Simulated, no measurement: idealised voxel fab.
The process module that follows is named voxel transistor to metal.
FYI the section here is cut, 210 nm wide, cells are 5 nm squares.
Cross-section spec: square-cell grid; bands listed top down; each band is one or more rows.
Heights first: top, then bottom, in nm. Then materials, left to right, each with a width in nm. "everywhere" on a single material: fills the band edge to edge. "empty": empty space.
Heights are measured from 0, the level below which the as-received wafer is all one material; the lowest band has no bottom and continues downward, written as in "from 0 down".
Per-row width for "30 to 40": begins at first number (top row of band), ends at second number (bottom row), increment between rows held constant.
"nothing altered" -> step changed no cross-section cell.
"Sealed void listing" means: voids of 8 cells or more that are shut off from the top with no open way through. Written width x height at distance, distance from the left edge, in nm.
On each step's line, the part that comes after the settings is the simulator's own comment on the step.
Steps that use a mask can have "overlay nm" on their line. It says how far the mask sat to the right of where it was meant to be. Negative means to the left.

-- The following list gives the planned process steps
step 1: RECEIVE: material Si
step 2: OXIDIZE: depth nm 5
step 3: CONFORMAL_DEP: material SiN, thk nm 15
step 4: DIRECTIONAL_DEP: material aC, thk nm 15
step 5: PATTERN: tone cover, mask id ACTIVE, material resist, width nm 125, thk nm 30, overlay nm 0
step 6: DIRECTIONAL_ETCH: etch materials aC, depth nm 15
step 7: STRIP: etch materials resist
step 8: DIRECTIONAL_ETCH: etch materials SiN, depth nm 15
step 9: DIRECTIONAL_ETCH: etch materials SiO2, depth nm 5
step 10: DIRECTIONAL_ETCH: etch materials Si, depth nm 35
step 11: STRIP: etch materials aC
step 12: FILL_DEP: material SiO2, thk nm 15
step 13: CMP: height nm 15
step 14: SELECTIVE_ETCH: etch materials SiO2, depth nm 5
step 15: STRIP: etch materials SiN
step 16: SELECTIVE_ETCH: etch materials SiO2, depth nm 5
step 17: OXIDIZE: depth nm 5
step 18: DIRECTIONAL_DEP: material polySi, thk nm 20
step 19: DIRECTIONAL_DEP: material SiCN, thk nm 15
step 20: PATTERN: tone cover, mask id GATE, material resist, width nm 35, thk nm 15, overlay nm -15
step 21: DIRECTIONAL_ETCH: etch materials SiCN, depth nm 25
step 22: DIRECTIONAL_ETCH: etch materials polySi, depth nm 30
step 23: STRIP: etch materials resist
step 24: CONFORMAL_DEP: material SiN, thk nm 10
step 25: DIRECTIONAL_ETCH: etch materials SiN, depth nm 10
step 26: DIRECTIONAL_ETCH: etch materials SiO2, depth nm 5
step 27: DIRECTIONAL_ETCH: etch materials Si, depth nm 10
step 28: EPI: material SiGe, thk nm 10
step 29: FILL_DEP: material SiO2, thk nm 10
step 30: CMP: height nm 15
step 31: STRIP: etch materials polySi
step 32: SELECTIVE_ETCH: etch materials SiO2, depth nm 5
step 33: CONFORMAL_DEP: material HfO2, thk nm 5
step 34: CONFORMAL_DEP: material TiN, thk nm 5
step 35: FILL_DEP: material W, thk nm 10
step 36: CMP: height nm 10
step 37: DIRECTIONAL_DEP: material SiO2, thk nm 15
step 38: PATTERN: tone open, mask id CONTACT, material resist, width nm 15, pitch nm 90, thk nm 20, overlay nm 0
step 39: DIRECTIONAL_ETCH: etch materials SiO2, depth nm 35
step 40: STRIP: etch materials resist
step 41: CONFORMAL_DEP: material TiN, thk nm 5
step 42: FILL_DEP: material Ru, thk nm 10
step 43: CMP: height nm 25
step 44: DIRECTIONAL_DEP: material TiN, thk nm 5
step 45: DIRECTIONAL_DEP: material W, thk nm 15
step 46: PATTERN: tone cover, mask id METAL_1, material resist, width nm 15, pitch nm 90, thk nm 15, overlay nm 0
step 47: DIRECTIONAL_ETCH: etch materials W, depth nm 15
step 48: DIRECTIONAL_ETCH: etch materials TiN, depth nm 5
step 49: STRIP: etch materials resist
step 50: FILL_DEP: material lowk, thk nm 5
step 51: CMP: height nm 45
step 52: CONFORMAL_DEP: material SiCN, thk nm 5
step 53: DIRECTIONAL_DEP: material SiO2, thk nm 30
step 54: DIRECTIONAL_DEP: material aC, thk nm 15
step 55: PATTERN: tone open, mask id METAL_2, material resist, width nm 15, pitch nm 90, thk nm 30, overlay nm 0
step 56: DIRECTIONAL_ETCH: etch materials aC, depth nm 15
step 57: STRIP: etch materials resist
step 58: DIRECTIONAL_ETCH: etch materials SiO2, depth nm 15
step 59: STRIP: etch materials aC
step 60: PATTERN: tone open, mask id METAL_2_HOLES, material resist, width nm 15, pitch nm 90, thk nm 20, overlay nm 0
step 61: DIRECTIONAL_ETCH: etch materials SiO2, depth nm 15
step 62: DIRECTIONAL_ETCH: etch materials SiCN, depth nm 5
step 63: STRIP: etch materials resist
step 64: CONFORMAL_DEP: material TiN, thk nm 5
step 65: FILL_DEP: material Ru, thk nm 10
step 66: CMP: height nm 80
step 67: CONFORMAL_DEP: material SiN, thk nm 5
Every wafer here starts from the same state; it is the step 20 overlay nm that distinguishes them, and the value the plan gives belongs to the first wafer.

-- Step 1 complete: as-received cross-section of the first of several wafers
    from 0 down | Si everywhere
    Sealed void listing: none

-- First wafer of several, cross-section, module end, after step 67 (last)
    from 85 to 80 | SiN everywhere
    from 80 to 50 | SiO2=50, then TiN=5, then Ru=5, then TiN=5, then SiO2=75, then TiN=5, then Ru=5, then TiN=5, then SiO2=55
    from 50 to 45 | SiCN=50, then TiN=15, then SiCN=75, then TiN=15, then SiCN=55
    from 45 to 30 | lowk=50, then W=15, then lowk=75, then W=15, then lowk=55
    from 30 to 25 | lowk=50, then TiN=15, then lowk=75, then TiN=15, then lowk=55
    from 25 to 15 | SiO2=50, then TiN=5, then Ru=5, then TiN=5, then SiO2=75, then TiN=5, then Ru=5, then TiN=5, then SiO2=55
    from 15 to 10 | SiO2=50, then TiN=15, then SiO2=75, then TiN=5, then Ru=5, then TiN=5, then SiO2=55
    from 10 to 5 | SiO2=50, then TiN=10, then SiN=10, then HfO2=5, then TiN=5, then W=15, then TiN=5, then HfO2=5, then SiN=10, then SiO2=25, then TiN=5, then Ru=5, then TiN=5, then SiO2=55
    from 5 to 0 | SiO2=35, then SiN=10, then SiO2=5, then TiN=10, then SiN=10, then HfO2=5, then TiN=5, then W=15, then TiN=5, then HfO2=5, then SiN=10, then SiO2=25, then TiN=15, then SiO2=5, then SiN=10, then SiO2=40
    from 0 to -5 | SiO2=35, then SiN=10, then SiGe=15, then SiN=10, then HfO2=5, then TiN=25, then HfO2=5, then SiN=10, then SiGe=10, then SiO2=15, then TiN=10, then SiGe=10, then SiN=10, then SiO2=40
    from -5 to -10 | SiO2=45, then SiGe=15, then SiO2=5, then HfO2=45, then SiO2=5, then SiGe=10, then SiO2=15, then TiN=10, then SiGe=10, then SiO2=50
    from -10 to -20 | SiO2=40, then Si=5, then SiGe=15, then Si=55, then SiGe=45, then Si=5, then SiO2=45
    from -20 to -40 | SiO2=40, then Si=125, then SiO2=45
    from -40 down | Si everywhere
    Sealed void listing: none

-- Of the several wafers, the last: cross-section at the end of the module
    from 85 to 80 | SiN everywhere
    from 80 to 50 | SiO2=50, then TiN=5, then Ru=5, then TiN=5, then SiO2=75, then TiN=5, then Ru=5, then TiN=5, then SiO2=55
    from 50 to 45 | SiCN=50, then TiN=15, then SiCN=75, then TiN=15, then SiCN=55
    from 45 to 30 | lowk=50, then W=15, then lowk=75, then W=15, then lowk=55
    from 30 to 25 | lowk=50, then TiN=15, then lowk=75, then TiN=15, then lowk=55
    from 25 to 15 | SiO2=50, then TiN=5, then Ru=5, then TiN=5, then SiO2=75, then TiN=5, then Ru=5, then TiN=5, then SiO2=55
    from 15 to 10 | SiO2=50, then TiN=5, then Ru=5, then TiN=5, then SiO2=75, then TiN=15, then SiO2=55
    from 10 to 5 | SiO2=50, then TiN=5, then Ru=5, then TiN=5, then SiO2=25, then SiN=10, then HfO2=5, then TiN=5, then W=15, then TiN=5, then HfO2=5, then SiN=10, then TiN=10, then SiO2=55
    from 5 to 0 | SiO2=35, then SiN=10, then SiO2=5, then TiN=15, then SiO2=25, then SiN=10, then HfO2=5, then TiN=5, then W=15, then TiN=5, then HfO2=5, then SiN=10, then TiN=10, then SiO2=5, then SiN=10, then SiO2=40
    from 0 to -5 | SiO2=35, then SiN=10, then SiGe=10, then TiN=10, then SiO2=15, then SiGe=10, then SiN=10, then HfO2=5, then TiN=25, then HfO2=5, then SiN=10, then SiGe=15, then SiN=10, then SiO2=40
    from -5 to -10 | SiO2=45, then SiGe=10, then TiN=10, then SiO2=15, then SiGe=10, then SiO2=5, then HfO2=45, then SiO2=5, then SiGe=15, then SiO2=50
    from -10 to -20 | SiO2=40, then Si=5, then SiGe=45, then Si=55, then SiGe=15, then Si=5, then SiO2=45
    from -20 to -40 | SiO2=40, then Si=125, then SiO2=45
    from -40 down | Si everywhere
    Sealed void listing: none

-- each wafer at the end: cells of each material gained (+) or lost (-) since it was received, then its closed voids
overlay nm -15 | +15 HfO2 | +18 Ru | -210 Si | +36 SiCN | +38 SiGe | +62 SiN | +516 SiO2 | +71 TiN | +24 W | +144 lowk | Sealed void listing: none
overlay nm -10 | +15 HfO2 | +20 Ru | -210 Si | +36 SiCN | +40 SiGe | +62 SiN | +512 SiO2 | +71 TiN | +24 W | +144 lowk | Sealed void listing: none
overlay nm -5 | +15 HfO2 | +20 Ru | -210 Si | +36 SiCN | +40 SiGe | +62 SiN | +510 SiO2 | +73 TiN | +24 W | +144 lowk | Sealed void listing: none
overlay nm 0 | +15 HfO2 | +20 Ru | -210 Si | +36 SiCN | +40 SiGe | +62 SiN | +508 SiO2 | +75 TiN | +24 W | +144 lowk | Sealed void listing: none
overlay nm 5 | +15 HfO2 | +20 Ru | -210 Si | +36 SiCN | +40 SiGe | +62 SiN | +510 SiO2 | +73 TiN | +24 W | +144 lowk | Sealed void listing: none
overlay nm 10 | +15 HfO2 | +20 Ru | -210 Si | +36 SiCN | +40 SiGe | +62 SiN | +512 SiO2 | +71 TiN | +24 W | +144 lowk | Sealed void listing: none
overlay nm 15 | +15 HfO2 | +18 Ru | -210 Si | +36 SiCN | +38 SiGe | +62 SiN | +516 SiO2 | +71 TiN | +24 W | +144 lowk | Sealed void listing: none
